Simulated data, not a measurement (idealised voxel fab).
Process module in this document: voxel gate over fins
The figure presents cross-section cut, which has a width of 240 nm and is divided into square cells with an edge length of 5 nm.
Each cross-section below is a grid of square cells, stated as bands in top-down order, with one or more rows of cells making up each band. Basically the band line says how high the top is and how high the bottom is, in nm, and then what's in it from left to right, every material with its width in nm. Empty space shows up as "empty", and if a single material carries "all across" it runs the full band edge to edge. Heights are reckoned from 0. Under this level, the received wafer is all of one material. The bottommost band is open-ended downward, for example "0..down". Per-row width for "30->40": begins at first number (top row of band), ends at second number (bottom row), increment between rows held constant. Step note "same as before" = no cross-section cell changed. "Enclosed empty spaces" specifies each empty space that is not open to the top and that occupies no fewer than 8 cells, using the form width x height at distance, the distance measured from the left edge and all three quantities in nm. If you see something after the settings on a step's line, that's the simulator's own remark about that step. overlay nm: mask right of planned place by this much (step with mask). Neg. = left.

## The planned process steps are enumerated hereunder
| 1 | RECEIVE | material Si |
| 2 | CONFORMAL_DEP | material SiN | thk nm 5 |
| 3 | DIRECTIONAL_DEP | material aC | thk nm 10 |
| 4 | PATTERN | tone cover | mask id FINS | material resist | width nm 15 | pitch nm 40 | thk nm 30 | overlay nm 0 |
| 5 | DIRECTIONAL_ETCH | etch materials aC | depth nm 10 |
| 6 | STRIP | etch materials resist |
| 7 | DIRECTIONAL_ETCH | etch materials SiN | depth nm 5 |
| 8 | DIRECTIONAL_ETCH | etch materials Si | depth nm 40 |
| 9 | STRIP | etch materials aC |
| 10 | OXIDIZE | depth nm 5 |
| 11 | FILL_DEP | material SiO2 | thk nm 5 |
| 12 | CMP | height nm 5 |
| 13 | SELECTIVE_ETCH | etch materials SiO2 | depth nm 15 |
| 14 | STRIP | etch materials SiN |
| 15 | CONFORMAL_DEP | material HfO2 | thk nm 5 |
| 16 | CONFORMAL_DEP | material TiN | thk nm 5 |
| 17 | FILL_DEP | material W | thk nm 15 |
| 18 | CMP | height nm 20 |
| 19 | CONFORMAL_DEP | material SiN | thk nm 5 |
Among the wafers covered here, the point of difference is the thk nm at step 19; their starting state is shared, and the plan presents the value of the first wafer.

## Incoming state of the first of several wafers in cross-section: after step 1
* 0..down: Si all across
* Enclosed empty spaces: none

## Per wafer, end of module: cells gained (+) or lost (-) per material since receipt, then closed voids
thk nm 5 | +60 HfO2 | -405 Si | +48 SiN | +315 SiO2 | +60 TiN | +162 W | Enclosed empty spaces: none
thk nm 10 | +60 HfO2 | -405 Si | +96 SiN | +315 SiO2 | +60 TiN | +162 W | Enclosed empty spaces: none
thk nm 15 | +60 HfO2 | -405 Si | +144 SiN | +315 SiO2 | +60 TiN | +162 W | Enclosed empty spaces: none
thk nm 20 | +60 HfO2 | -405 Si | +192 SiN | +315 SiO2 | +60 TiN | +162 W | Enclosed empty spaces: none
thk nm 25 | +60 HfO2 | -405 Si | +240 SiN | +315 SiO2 | +60 TiN | +162 W | Enclosed empty spaces: none
